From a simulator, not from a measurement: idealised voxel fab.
process module | voxel self aligned contacts
cross-section cut | 280 nm wide | cells 5 nm
A cross-section is a grid of square cells, given in bands from the top down. A band is one or more rows of cells.
Each band's line starts with the height of the band's top and of its bottom, in nm. Then come its materials from left to right, each with its width in nm. One material with "throughout" fills the band from edge to edge. "air" is empty space.
Height 0 is the level under which the wafer as received is all one material. The lowest band goes on downwards, as in "0 down".
A width such as "30 to 40" changes by the same amount from each row of cells to the next, from the band's top row to its bottom row.
"no change" after a step means that no cell of the cross-section changed.
closed voids: empty space of 8 cells or more with no open way to the top, each as width x height at its distance from the left edge, in nm
after a step's settings: what the simulator itself notes on the step
overlay nm, on a step with a mask: how far to the right of its planned place the mask lay; to the left if negative
plan
1 op RECEIVE | material Si
2 op CONFORMAL_DEP | material SiO2 | thk nm 5
3 op DIRECTIONAL_DEP | material polySi | thk nm 20
4 op DIRECTIONAL_DEP | material SiN | thk nm 20
5 op MASKED_ETCH | tone cover | mask id GATE | width nm 25 | pitch nm 55 | etch materials SiN | depth nm 20 | overlay nm 0
6 op MASKED_ETCH | tone cover | mask id GATE | width nm 25 | pitch nm 55 | etch materials polySi | depth nm 20 | overlay nm 0
7 op CONFORMAL_DEP | material SiN | thk nm 5
8 op DIRECTIONAL_ETCH | etch materials SiN | depth nm 5
9 op FILL_DEP | material SiO2 | thk nm 15
10 op CMP | height nm 40
11 op MASKED_ETCH | tone open | mask id CONTACT | width nm 40 | pitch nm 55 | etch materials SiO2 | depth nm 50 | overlay nm 0
12 op CONFORMAL_DEP | material TiN | thk nm 5
13 op FILL_DEP | material W | thk nm 5
14 op CMP | height nm 50
15 op CONFORMAL_DEP | material SiCN | thk nm 5
varied across the wafers: height nm of step 10. The plan shows the first wafer's value. All wafers start alike
first wafer as received, after step 1
  0 down: Si throughout
  closed voids: none
first wafer at the end, after step 15
  55 to 50: SiCN throughout
  50 to 45: W throughout
  45 to 40: TiN 105 | W 10 | TiN 45 | W 10 | TiN 110
  40 to 25: SiO2 65 | SiN 35 | TiN 5 | W 10 | TiN 5 | SiN 35 | TiN 5 | W 10 | TiN 5 | SiN 35 | SiO2 70
  25 to 5: SiO2 65 | SiN 5 | polySi 25 | SiN 5 | TiN 5 | W 10 | TiN 5 | SiN 5 | polySi 25 | SiN 5 | TiN 5 | W 10 | TiN 5 | SiN 5 | polySi 25 | SiN 5 | SiO2 70
  5 to 0: SiO2 100 | TiN 20 | SiO2 35 | TiN 20 | SiO2 105
  0 down: Si throughout
  closed voids: none
last wafer at the end
  55 to 50: SiCN throughout
  50 to 45: SiO2 90 | TiN 15 | W 10 | TiN 15 | SiO2 15 | TiN 15 | W 10 | TiN 15 | SiO2 95
  45 to 25: SiO2 65 | SiN 35 | TiN 5 | W 10 | TiN 5 | SiN 35 | TiN 5 | W 10 | TiN 5 | SiN 35 | SiO2 70
  25 to 15: SiO2 65 | SiN 5 | polySi 25 | SiN 5 | TiN 5 | W 10 | TiN 5 | SiN 5 | polySi 25 | SiN 5 | TiN 5 | W 10 | TiN 5 | SiN 5 | polySi 25 | SiN 5 | SiO2 70
  15 to 10: SiO2 65 | SiN 5 | polySi 25 | SiN 5 | TiN 20 | SiN 5 | polySi 25 | SiN 5 | TiN 20 | SiN 5 | polySi 25 | SiN 5 | SiO2 70
  10 to 5: SiO2 65 | SiN 5 | polySi 25 | SiN 5 | SiO2 20 | SiN 5 | polySi 25 | SiN 5 | SiO2 20 | SiN 5 | polySi 25 | SiN 5 | SiO2 70
  5 to 0: SiO2 throughout
  0 down: Si throughout
  closed voids: none
each wafer at the end: cells of each material gained (+) or lost (-) since it was received, then its closed voids
height nm 40 | +56 SiCN | +87 SiN | +237 SiO2 | +88 TiN | +88 W | +60 polySi | closed voids: none
height nm 45 | +56 SiCN | +108 SiN | +264 SiO2 | +92 TiN | +36 W | +60 polySi | closed voids: none
height nm 50 | +56 SiCN | +108 SiN | +304 SiO2 | +52 TiN | +36 W | +60 polySi | closed voids: none
height nm 55 | +56 SiCN | +108 SiN | +312 SiO2 | +48 TiN | +32 W | +60 polySi | closed voids: none
height nm 60 | +56 SiCN | +108 SiN | +320 SiO2 | +44 TiN | +28 W | +60 polySi | closed voids: none
